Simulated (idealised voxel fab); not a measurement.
process module | voxel gate over fins
cross-section cut | 220 nm wide | cells 5 nm
A cross-section is a grid of square cells, given in bands from the top down. A band is one or more rows of cells.
Each band's line starts with the height of the band's top and of its bottom, in nm. Then come its materials from left to right, each with its width in nm. One material with "throughout" fills the band from edge to edge. "air" is empty space.
Height 0 is the level under which the wafer as received is all one material. The lowest band goes on downwards, as in "0 down".
A width such as "30 to 40" changes by the same amount from each row of cells to the next, from the band's top row to its bottom row.
"no change" after a step means that no cell of the cross-section changed.
closed voids: empty space of 8 cells or more with no open way to the top, each as width x height at its distance from the left edge, in nm
after a step's settings: what the simulator itself notes on the step
overlay nm, on a step with a mask: how far to the right of its planned place the mask lay; to the left if negative
plan
1 op RECEIVE | material Si
2 op CONFORMAL_DEP | material SiN | thk nm 5
3 op DIRECTIONAL_DEP | material aC | thk nm 10
4 op PATTERN | tone cover | mask id FINS | material resist | width nm 15 | pitch nm 40 | thk nm 25 | overlay nm 0
5 op DIRECTIONAL_ETCH | etch materials aC | depth nm 10
6 op STRIP | etch materials resist
7 op DIRECTIONAL_ETCH | etch materials SiN | depth nm 5
8 op DIRECTIONAL_ETCH | etch materials Si | depth nm 30
9 op STRIP | etch materials aC
10 op FILL_DEP | material SiO2 | thk nm 10
11 op CMP | height nm 5
12 op SELECTIVE_ETCH | etch materials SiO2 | depth nm 20
13 op STRIP | etch materials SiN
14 op CONFORMAL_DEP | material HfO2 | thk nm 5
15 op CONFORMAL_DEP | material TiN | thk nm 5
16 op FILL_DEP | material W | thk nm 15
17 op CMP | height nm 20
18 op CONFORMAL_DEP | material SiN | thk nm 5
as received, after step 1
  0 down: Si throughout
  closed voids: none
a wafer at the end: this start, this plan, one mistake
  25 to 20: SiN throughout
  20 to 10: W throughout
  10 to 5: TiN throughout
  5 to 0: HfO2 85 | TiN 5 | HfO2 35 | TiN 5 | HfO2 90
  0 to -10: Si 80 | HfO2 5 | TiN 5 | HfO2 5 | Si 25 | HfO2 5 | TiN 5 | HfO2 5 | Si 85
  -10 to -15: Si 80 | HfO2 15 | Si 25 | HfO2 15 | Si 85
  -15 to -30: Si 80 | SiO2 15 | Si 25 | SiO2 15 | Si 85
  -30 down: Si throughout
  closed voids: none
what went wrong: step 4 ran as: op PATTERN | tone open | mask id FINS | material resist | width nm 15 | pitch nm 40 | thk nm 25 | overlay nm 0
